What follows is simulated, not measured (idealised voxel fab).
Documented hereafter: the process module known as voxel transistor to metal.
We display cut, a cross-section 165 nm in width whose square cells are each 5 nm.
Reading order for cross-sections: top band down to bottom band. Underlying form: a grid of square cells. Band size: one or more rows of cells.
Each band's line starts with the height of the band's top and of its bottom, in nm. Then come its materials from left to right, each with its width in nm. One material with "all across" fills the band from edge to edge. "empty" is empty space.
Measure heights from 0. That's the level where, below it, the as-received wafer is all one material. The lowest band is bottomless and extends downward; write it as in "0 nm and below".
The two numbers in a width such as "30->40" mark its ends across the band: the first belongs to the top row of cells, the second to the bottom row, and from each row to the next the width moves by the same amount.
"stayed the same" means the step left every cell of the cross-section as it was.
The entry "closed voids" lists the empty spaces that cover at least 8 cells and have no open path to the top. Each is written as width x height at distance, where the distance is measured from the left edge and all three values are in nm.
Formally, on a step line, whatever follows the settings is a remark that the simulator itself makes on the step.
A step's line can hold "overlay nm"; with a mask on that step, the setting says how far right of the planned place the mask lay, while a negative setting says it lay to the left.
Process steps (planned):
| 1 | RECEIVE (material Si) |
| 2 | CONFORMAL_DEP (material SiO2; thk nm 5) |
| 3 | CONFORMAL_DEP (material SiN; thk nm 10) |
| 4 | DIRECTIONAL_DEP (material aC; thk nm 15) |
| 5 | PATTERN (tone cover; mask id ACTIVE; material resist; width nm 95; thk nm 30; overlay nm 0) |
| 6 | DIRECTIONAL_ETCH (etch materials aC; depth nm 15) |
| 7 | STRIP (etch materials resist) |
| 8 | DIRECTIONAL_ETCH (etch materials SiN; depth nm 10) |
| 9 | DIRECTIONAL_ETCH (etch materials SiO2; depth nm 5) |
| 10 | DIRECTIONAL_ETCH (etch materials Si; depth nm 20) |
| 11 | STRIP (etch materials aC) |
| 12 | OXIDIZE (depth nm 5) |
| 13 | FILL_DEP (material SiO2; thk nm 15) |
| 14 | CMP (height nm 15) |
| 15 | SELECTIVE_ETCH (etch materials SiO2; depth nm 5) |
| 16 | STRIP (etch materials SiN) |
| 17 | SELECTIVE_ETCH (etch materials SiO2; depth nm 5) |
| 18 | OXIDIZE (depth nm 5) |
| 19 | DIRECTIONAL_DEP (material polySi; thk nm 20) |
| 20 | DIRECTIONAL_DEP (material SiCN; thk nm 15) |
| 21 | PATTERN (tone cover; mask id GATE; material resist; width nm 15; thk nm 20; overlay nm 0) |
| 22 | DIRECTIONAL_ETCH (etch materials SiCN; depth nm 25) |
| 23 | DIRECTIONAL_ETCH (etch materials polySi; depth nm 30) |
| 24 | STRIP (etch materials resist) |
| 25 | CONFORMAL_DEP (material SiN; thk nm 5) |
| 26 | DIRECTIONAL_ETCH (etch materials SiN; depth nm 5) |
| 27 | DIRECTIONAL_ETCH (etch materials SiO2; depth nm 5) |
| 28 | EPI (material SiGe; thk nm 5) |
| 29 | FILL_DEP (material SiO2; thk nm 10) |
| 30 | CMP (height nm 35) |
| 31 | DIRECTIONAL_DEP (material SiO2; thk nm 10) |
| 32 | PATTERN (tone open; mask id CONTACT; material resist; width nm 20; pitch nm 65; thk nm 15; overlay nm 0) |
| 33 | DIRECTIONAL_ETCH (etch materials SiO2; depth nm 45) |
| 34 | STRIP (etch materials resist) |
| 35 | CONFORMAL_DEP (material TiN; thk nm 5) |
| 36 | FILL_DEP (material Ru; thk nm 5) |
| 37 | CMP (height nm 45) |
| 38 | DIRECTIONAL_DEP (material TiN; thk nm 5) |
| 39 | DIRECTIONAL_DEP (material Ru; thk nm 20) |
| 40 | MASKED_ETCH (tone cover; mask id METAL_1; width nm 20; pitch nm 65; etch materials Ru; depth nm 20; overlay nm 0) |
| 41 | MASKED_ETCH (tone cover; mask id METAL_1; width nm 20; pitch nm 65; etch materials TiN; depth nm 5; overlay nm 0) |
| 42 | FILL_DEP (material SiO2; thk nm 10) |
| 43 | CMP (height nm 70) |
| 44 | CONFORMAL_DEP (material SiN; thk nm 5) |
Cross-section of the wafer as it came to us, i.e., already through step 1:
> 0 nm and below = Si all across
> closed voids: none
The cross-section shown corresponds to the wafer at the conclusion of the module. The initial structure and the process plan are those presented above; however, one mistake occurred in executing the plan:
> 75 nm to 70 nm = SiN all across
> 70 nm to 65 nm = SiO2 all across
> 65 nm to 50 nm = SiO2 40 nm  Ru 20 nm  SiO2 45 nm  Ru 20 nm  SiO2 40 nm
> 50 nm to 45 nm = SiO2 40 nm  TiN 20 nm  SiO2 45 nm  TiN 20 nm  SiO2 40 nm
> 45 nm to 35 nm = SiO2 40 nm  TiN 5 nm  Ru 10 nm  TiN 5 nm  SiO2 45 nm  TiN 5 nm  Ru 10 nm  TiN 5 nm  SiO2 40 nm
> 35 nm to 20 nm = SiO2 40 nm  TiN 5 nm  Ru 10 nm  TiN 5 nm  SiO2 10 nm  SiN 5 nm  SiCN 15 nm  SiN 5 nm  SiO2 10 nm  TiN 5 nm  Ru 10 nm  TiN 5 nm  SiO2 40 nm
> 20 nm to 5 nm = SiO2 40 nm  TiN 5 nm  Ru 10 nm  TiN 5 nm  SiO2 10 nm  SiN 5 nm  polySi 15 nm  SiN 5 nm  SiO2 10 nm  TiN 5 nm  Ru 10 nm  TiN 5 nm  SiO2 40 nm
> 5 nm to 0 nm = SiO2 30 nm  SiN 5 nm  SiO2 5 nm  TiN 20 nm  SiO2 10 nm  SiN 5 nm  polySi 15 nm  SiN 5 nm  SiO2 10 nm  TiN 20 nm  SiO2 5 nm  SiN 5 nm  SiO2 30 nm
> 0 nm to -5 nm = SiO2 35 nm  SiGe 35 nm  SiO2 25 nm  SiGe 35 nm  SiO2 35 nm
> -5 nm to -25 nm = SiO2 40 nm  Si 85 nm  SiO2 40 nm
> -25 nm and below = Si all across
> closed voids: none
Processing error: step 39: run off-plan, actual operation and settings DIRECTIONAL_DEP (material Ru; thk nm 15)
